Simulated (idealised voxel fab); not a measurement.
The following process module bears the name voxel gate over fins.
Section shown: cut. Width: 215 nm. Cell size: 5 nm, square.
Square cells in a grid make up a cross-section in this document, and the grid is given as bands, listed from the top down, each one or more rows of cells. Look at the band entry: it leads with the top's height and the bottom's height in nm. Then it lists the materials left to right, with a width in nm for each. The word "edge to edge" on a single material says that material fills the band edge to edge. The word "blank" is empty space. Basically, 0 is our baseline, since under it the wafer straight out of the box is all one material. The bottom band has no lower end and keeps on going down, so it looks like "0 -> down". You'd read "30->40" like this: the band's top row of cells is as wide as the first number, its bottom row is as wide as the second, and going down, every row changes width by the same amount as the row before did. "same as before" -> step changed no cross-section cell. Under "Entrapped void list" you'll find the enclosed gaps, the ones with no way out to the top, that are 8 cells or bigger; each reads width x height at distance, with distance counted from the left edge, everything in nm. Post-settings text on a step line: simulator's own remark regarding the step. Each step line may optionally specify "overlay nm", which for a step with a mask gives the rightward distance between the mask's planned place and where it lay, a negative value indicating the leftward direction.

Planned process steps
1,op RECEIVE | material Si
2,op CONFORMAL_DEP | material SiN | thk nm 10
3,op DIRECTIONAL_DEP | material aC | thk nm 15
4,op PATTERN | tone cover | mask id FINS | material resist | width nm 15 | pitch nm 40 | thk nm 30 | overlay nm 0
5,op DIRECTIONAL_ETCH | etch materials aC | depth nm 15
6,op STRIP | etch materials resist
7,op DIRECTIONAL_ETCH | etch materials SiN | depth nm 10
8,op DIRECTIONAL_ETCH | etch materials Si | depth nm 40
9,op STRIP | etch materials aC
10,op FILL_DEP | material SiO2 | thk nm 5
11,op CMP | height nm 10
12,op SELECTIVE_ETCH | etch materials SiO2 | depth nm 25
13,op STRIP | etch materials SiN
14,op CONFORMAL_DEP | material HfO2 | thk nm 5
15,op CONFORMAL_DEP | material TiN | thk nm 5
16,op CONFORMAL_DEP | material TiAl | thk nm 5
17,op CONFORMAL_DEP | material TiN | thk nm 5
18,op FILL_DEP | material W | thk nm 15
19,op CMP | height nm 30
20,op CONFORMAL_DEP | material SiCN | thk nm 10

Incoming wafer in cross-section (state: after step 1)
    0 -> down | Si edge to edge
    Entrapped void list: none

Cross-sectional view of the first of the two wafers upon completion of the module, processed in accordance with the plan
    40 -> 30 | SiCN edge to edge
    30 -> 20 | W edge to edge
    20 -> 15 | 40 nm W / 135 nm TiN / 40 nm W
    15 -> 10 | 40 nm W / 5 nm TiN / 125 nm TiAl / 5 nm TiN / 40 nm W
    10 -> 5 | 40 nm W / 5 nm TiN / 5 nm TiAl / 35 nm TiN / 5 nm TiAl / 35 nm TiN / 5 nm TiAl / 35 nm TiN / 5 nm TiAl / 5 nm TiN / 40 nm W
    5 -> 0 | 45 nm TiN / 5 nm TiAl / 5 nm TiN / 25 nm HfO2 / 5 nm TiN / 5 nm TiAl / 5 nm TiN / 25 nm HfO2 / 5 nm TiN / 5 nm TiAl / 5 nm TiN / 25 nm HfO2 / 5 nm TiN / 5 nm TiAl / 45 nm TiN
    0 -> -5 | 50 nm TiAl / 5 nm TiN / 5 nm HfO2 / 15 nm Si / 5 nm HfO2 / 5 nm TiN / 5 nm TiAl / 5 nm TiN / 5 nm HfO2 / 15 nm Si / 5 nm HfO2 / 5 nm TiN / 5 nm TiAl / 5 nm TiN / 5 nm HfO2 / 15 nm Si / 5 nm HfO2 / 5 nm TiN / 50 nm TiAl
    -5 -> -10 | 55 nm TiN / 5 nm HfO2 / 15 nm Si / 5 nm HfO2 / 15 nm TiN / 5 nm HfO2 / 15 nm Si / 5 nm HfO2 / 15 nm TiN / 5 nm HfO2 / 15 nm Si / 5 nm HfO2 / 55 nm TiN
    -10 -> -15 | 60 nm HfO2 / 15 nm Si / 25 nm HfO2 / 15 nm Si / 25 nm HfO2 / 15 nm Si / 60 nm HfO2
    -15 -> -40 | 60 nm SiO2 / 15 nm Si / 25 nm SiO2 / 15 nm Si / 25 nm SiO2 / 15 nm Si / 60 nm SiO2
    -40 -> down | Si edge to edge
    Entrapped void list: none

Second wafer of the two, sectioned at the end of the module. It began like the first and followed the same plan, but one mistake was made while running it
    40 -> 30 | SiCN edge to edge
    30 -> 15 | W edge to edge
    15 -> 5 | 45 nm W / 125 nm TiN / 45 nm W
    5 -> 0 | 45 nm W / 10 nm TiN / 25 nm HfO2 / 15 nm TiN / 25 nm HfO2 / 15 nm TiN / 25 nm HfO2 / 10 nm TiN / 45 nm W
    0 -> -10 | 55 nm TiN / 5 nm HfO2 / 15 nm Si / 5 nm HfO2 / 15 nm TiN / 5 nm HfO2 / 15 nm Si / 5 nm HfO2 / 15 nm TiN / 5 nm HfO2 / 15 nm Si / 5 nm HfO2 / 55 nm TiN
    -10 -> -15 | 60 nm HfO2 / 15 nm Si / 25 nm HfO2 / 15 nm Si / 25 nm HfO2 / 15 nm Si / 60 nm HfO2
    -15 -> -40 | 60 nm SiO2 / 15 nm Si / 25 nm SiO2 / 15 nm Si / 25 nm SiO2 / 15 nm Si / 60 nm SiO2
    -40 -> down | Si edge to edge
    Entrapped void list: none
What was the processing mistake? step 16 of the plan was jumped over and never run
The closing comparison, in cells, has the second wafer with more or fewer of some materials than the first: -55 TiAl | +6 TiN | +49 W
